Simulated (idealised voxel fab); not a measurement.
Process module name: voxel transistor to metal
In the cross-section labelled cut, the width is 155 nm and each square cell is 5 nm.
In this document a cross-section is written as a grid of square cells. It is given as a series of bands, listed from the top down, and a band is one or more rows of cells.
Per band: top height and bottom height in nm, followed by the left-to-right materials and their widths in nm; "full width" marks a single material spanning edge to edge, "blank" marks empty space.
Counting heights begins at 0, where everything beneath is, in the wafer as received, one material. The lowest band has no bottom; it goes on downwards, as "z 0 and below" shows.
Quick explanation for "30 to 40": the width changes in equal steps down the rows of cells, from the first number in the band's top row to the second number in its bottom row.
Step note "nothing altered" = no cross-section cell changed.
The entry "Sealed void list" lists the empty spaces that cover at least 8 cells and have no open path to the top. Each is written as width x height at distance, where the distance is measured from the left edge and all three values are in nm.
Heads up: the bit after the settings on a step's line is the simulator's remark on that step.
For masked steps, "overlay nm" on the step line gives how far right of plan the mask actually lay; a minus sign means it lay to the left.
Set out below are the planned steps of the process:
1 RECEIVE with material Si
2 OXIDIZE with depth nm 5
3 CONFORMAL_DEP with material SiN, thk nm 15
4 MASKED_ETCH with tone cover, mask id ACTIVE, width nm 115, etch materials SiN, depth nm 15, overlay nm 0
5 MASKED_ETCH with tone cover, mask id ACTIVE, width nm 115, etch materials SiO2, depth nm 5, overlay nm 0
6 MASKED_ETCH with tone cover, mask id ACTIVE, width nm 115, etch materials Si, depth nm 25, overlay nm 0
7 FILL_DEP with material SiO2, thk nm 15
8 CMP with height nm 15
9 SELECTIVE_ETCH with etch materials SiO2, depth nm 10
10 STRIP with etch materials SiN
11 SELECTIVE_ETCH with etch materials SiO2, depth nm 5
12 OXIDIZE with depth nm 5
13 DIRECTIONAL_DEP with material polySi, thk nm 30
14 DIRECTIONAL_DEP with material SiCN, thk nm 10
15 MASKED_ETCH with tone cover, mask id GATE, width nm 25, etch materials SiCN, depth nm 20, overlay nm 0
16 MASKED_ETCH with tone cover, mask id GATE, width nm 25, etch materials polySi, depth nm 40, overlay nm 0
17 CONFORMAL_DEP with material SiN, thk nm 5
18 DIRECTIONAL_ETCH with etch materials SiN, depth nm 5
19 DIRECTIONAL_ETCH with etch materials SiO2, depth nm 5
20 DIRECTIONAL_ETCH with etch materials Si, depth nm 5
21 EPI with material pSi, thk nm 5
22 FILL_DEP with material SiO2, thk nm 5
23 CMP with height nm 35
24 DIRECTIONAL_DEP with material SiO2, thk nm 10
25 DIRECTIONAL_DEP with material aC, thk nm 10
26 PATTERN with tone open, mask id CONTACT, material resist, width nm 20, pitch nm 85, thk nm 25, overlay nm 0
27 DIRECTIONAL_ETCH with etch materials aC, depth nm 10
28 STRIP with etch materials resist
29 DIRECTIONAL_ETCH with etch materials SiO2, depth nm 55
30 STRIP with etch materials aC
31 CONFORMAL_DEP with material TiN, thk nm 5
32 FILL_DEP with material W, thk nm 5
33 CMP with height nm 45
34 DIRECTIONAL_DEP with material TiN, thk nm 5
35 DIRECTIONAL_DEP with material Ru, thk nm 25
36 PATTERN with tone cover, mask id METAL_1, material resist, width nm 20, pitch nm 85, thk nm 15, overlay nm 0
37 DIRECTIONAL_ETCH with etch materials Ru, depth nm 25
38 DIRECTIONAL_ETCH with etch materials TiN, depth nm 5
39 STRIP with etch materials resist
40 FILL_DEP with material lowk, thk nm 10
41 CMP with height nm 75
42 CONFORMAL_DEP with material SiCN, thk nm 5
43 DIRECTIONAL_DEP with material SiO2, thk nm 25
44 MASKED_ETCH with tone open, mask id METAL_2, width nm 20, pitch nm 85, etch materials SiO2, depth nm 15, overlay nm 0
45 PATTERN with tone open, mask id METAL_2_HOLES, material resist, width nm 15, pitch nm 85, thk nm 15, overlay nm 0
46 DIRECTIONAL_ETCH with etch materials SiO2, depth nm 10
47 DIRECTIONAL_ETCH with etch materials SiCN, depth nm 5
48 STRIP with etch materials resist
49 CONFORMAL_DEP with material TiN, thk nm 5
50 FILL_DEP with material Cu, thk nm 5
51 CMP with height nm 105
52 CONFORMAL_DEP with material SiCN, thk nm 5
So this is the incoming wafer in cross-section - it's already been through step 1:
	z 0 and below | Si full width
	Sealed void list: none
Cross-section, end of module. Start: as above. Plan: as above. Execution: one mistake:
	z 110 to 105 | SiCN full width
	z 105 to 95 | SiO2=25 / TiN=5 / Cu=10 / TiN=5 / SiO2=65 / TiN=5 / Cu=10 / TiN=5 / SiO2=25
	z 95 to 90 | SiO2=25 / TiN=5 / Cu=5 / TiN=10 / SiO2=65 / TiN=5 / Cu=5 / TiN=10 / SiO2=25
	z 90 to 80 | SiO2=25 / TiN=5 / Cu=5 / TiN=5 / SiO2=70 / TiN=5 / Cu=5 / TiN=5 / SiO2=30
	z 80 to 75 | SiCN=25 / TiN=15 / SiCN=70 / TiN=15 / SiCN=30
	z 75 to 50 | lowk=25 / Ru=20 / lowk=65 / Ru=20 / lowk=25
	z 50 to 45 | lowk=25 / TiN=20 / lowk=65 / TiN=20 / lowk=25
	z 45 to 40 | TiN=30 / W=10 / TiN=75 / W=10 / TiN=30
	z 40 to 35 | SiO2=25 / TiN=5 / W=10 / TiN=5 / SiO2=65 / TiN=5 / W=10 / TiN=5 / SiO2=25
	z 35 to 25 | SiO2=25 / TiN=5 / W=10 / TiN=5 / SiO2=15 / SiN=5 / SiCN=25 / SiN=5 / SiO2=15 / TiN=5 / W=10 / TiN=5 / SiO2=25
	z 25 to 0 | SiO2=25 / TiN=5 / W=10 / TiN=5 / SiO2=15 / SiN=5 / polySi=25 / SiN=5 / SiO2=15 / TiN=5 / W=10 / TiN=5 / SiO2=25
	z 0 to -5 | SiO2=15 / SiN=5 / SiO2=5 / TiN=5 / W=10 / TiN=5 / SiO2=15 / SiN=5 / polySi=25 / SiN=5 / SiO2=15 / TiN=5 / W=10 / TiN=5 / SiO2=5 / SiN=5 / SiO2=15
	z -5 to -10 | SiO2=25 / TiN=20 / SiO2=10 / pSi=5 / SiO2=35 / pSi=5 / SiO2=10 / TiN=20 / SiO2=25
	z -10 to -15 | SiO2=20 / pSi=40 / Si=35 / pSi=40 / SiO2=20
	z -15 to -30 | SiO2=20 / Si=115 / SiO2=20
	z -30 and below | Si full width
	Sealed void list: none
The mistake made against the process plan was this: step 24 did not use the planned setting and instead ran as DIRECTIONAL_DEP with material SiO2, thk nm 5
